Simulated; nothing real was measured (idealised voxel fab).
Documented hereafter: the process module known as voxel capacitor over wiring.
The width of the displayed cross-section, cut, is 165 nm; its cells are square, with a size of 5 nm.
Format of a cross-section: grid, square cells. Given as bands. Order: top down. Band: one or more rows of cells.
It is stipulated that each band's entry specify, in nanometres, the height of the top of the band and then that of its bottom, followed by the materials of the band in left-to-right sequence, each together with its width in nanometres. A single material marked by the word "full width" is understood to fill the band from edge to edge; the word "empty" is understood to denote empty space.
The level at which height equals 0 is the one under which the wafer, as it arrives, is entirely one material. No lower edge exists for the bottom band, which continues downward and is notated as in "0 nm and below".
The notation "30->40" denotes a width that varies across the rows of cells in the band, beginning at the first number in the top row, finishing at the second number in the bottom row, and changing by an identical amount from each row to the next.
You'll sometimes find "nothing got changed" written for a step, and that's the way of saying that nowhere in the cross-section did a cell change during that step.
"Fully sealed cavities" lists enclosed empty spaces (at least 8 cells, no open path upward to the top), each as width x height at distance from the left edge, in nm.
What comes after the settings on a step's line is commentary from the simulator itself on that step.
Among the settings permitted on a step's line is "overlay nm"; applied to a step with a mask, it specifies the extent to which the mask lay to the right of its planned position, whereas a negative figure signifies a position to the left.
Steps in the process plan:
1 RECEIVE [material Si]
2 CONFORMAL_DEP [material SiO2] [thk nm 15]
3 CONFORMAL_DEP [material SiN] [thk nm 5]
4 DIRECTIONAL_DEP [material SiO2] [thk nm 25]
5 PATTERN [tone open] [mask id METAL_1] [material resist] [width nm 20] [pitch nm 75] [thk nm 20] [overlay nm 0]
6 DIRECTIONAL_ETCH [etch materials SiO2] [depth nm 25]
7 DIRECTIONAL_ETCH [etch materials SiN] [depth nm 5]
8 STRIP [etch materials resist]
9 CONFORMAL_DEP [material TiN] [thk nm 5]
10 FILL_DEP [material Ru] [thk nm 5]
11 CMP [height nm 45]
12 EPI [material Ru] [thk nm 5]
13 FILL_DEP [material SiCN] [thk nm 5]
14 DIRECTIONAL_DEP [material SiO2] [thk nm 20]
15 MASKED_ETCH [tone open] [mask id PLUG_1] [width nm 15] [etch materials SiO2] [depth nm 20] [overlay nm 0]
16 MASKED_ETCH [tone open] [mask id PLUG_1] [width nm 15] [etch materials SiCN] [depth nm 5] [overlay nm 0]
17 EPI [material Ru] [thk nm 10]
18 EPI [material Ru] [thk nm 10]
19 EPI [material Ru] [thk nm 5]
20 DIRECTIONAL_DEP [material TiN] [thk nm 5]
21 DIRECTIONAL_DEP [material SiN] [thk nm 5]
22 DIRECTIONAL_DEP [material TiN] [thk nm 5]
23 DIRECTIONAL_DEP [material aC] [thk nm 15]
24 PATTERN [tone cover] [mask id UPPER_PLATE] [material resist] [width nm 60] [thk nm 30] [overlay nm 0]
25 DIRECTIONAL_ETCH [etch materials aC] [depth nm 15]
26 STRIP [etch materials resist]
27 DIRECTIONAL_ETCH [etch materials TiN] [depth nm 5]
28 DIRECTIONAL_ETCH [etch materials SiN] [depth nm 5]
29 STRIP [etch materials aC]
30 MASKED_ETCH [tone cover] [mask id LOWER_PLATE] [width nm 70] [etch materials TiN] [depth nm 5] [overlay nm 0]
31 FILL_DEP [material SiO2] [thk nm 20]
32 CMP [height nm 105]
33 DIRECTIONAL_DEP [material aC] [thk nm 15]
34 PATTERN [tone open] [mask id PLUG_2] [material resist] [width nm 15] [thk nm 35] [overlay nm 0]
35 DIRECTIONAL_ETCH [etch materials aC] [depth nm 15]
36 STRIP [etch materials resist]
37 DIRECTIONAL_ETCH [etch materials SiO2] [depth nm 15]
38 STRIP [etch materials aC]
39 CONFORMAL_DEP [material TiN] [thk nm 5]
40 FILL_DEP [material Ru] [thk nm 5]
41 CMP [height nm 105]
42 CONFORMAL_DEP [material SiN] [thk nm 5]
Shown in cross-section is the wafer as received, that is, as it stands after step 1:
0 nm and below | Si full width
Fully sealed cavities: none
Final cross-section, module run with one mistake (start and plan as above):
110 nm to 105 nm | SiN full width
105 nm to 95 nm | SiO2=50->40; TiN=15->25; SiO2=100
95 nm to 90 nm | SiO2=40; SiN=25; SiO2=100
90 nm to 85 nm | SiO2=35; TiN=65; SiO2=65
85 nm to 80 nm | SiO2=30; Ru=35; SiN=35; SiO2=65
80 nm to 75 nm | SiO2=30; Ru=35; TiN=40; SiO2=60
75 nm to 55 nm | SiO2=40; Ru=15; SiO2=110
55 nm to 50 nm | SiCN=40; Ru=15; SiCN=110
50 nm to 45 nm | SiCN=30; Ru=30; SiCN=45; Ru=30; SiCN=30
45 nm to 20 nm | SiO2=35; TiN=5; Ru=10; TiN=5; SiO2=55; TiN=5; Ru=10; TiN=5; SiO2=35
20 nm to 15 nm | SiN=35; TiN=20; SiN=55; TiN=20; SiN=35
15 nm to 0 nm | SiO2 full width
0 nm and below | Si full width
Fully sealed cavities: none
Misprocessing identified: one of the identical steps 17 and 18 was run twice, but which one cannot be determined
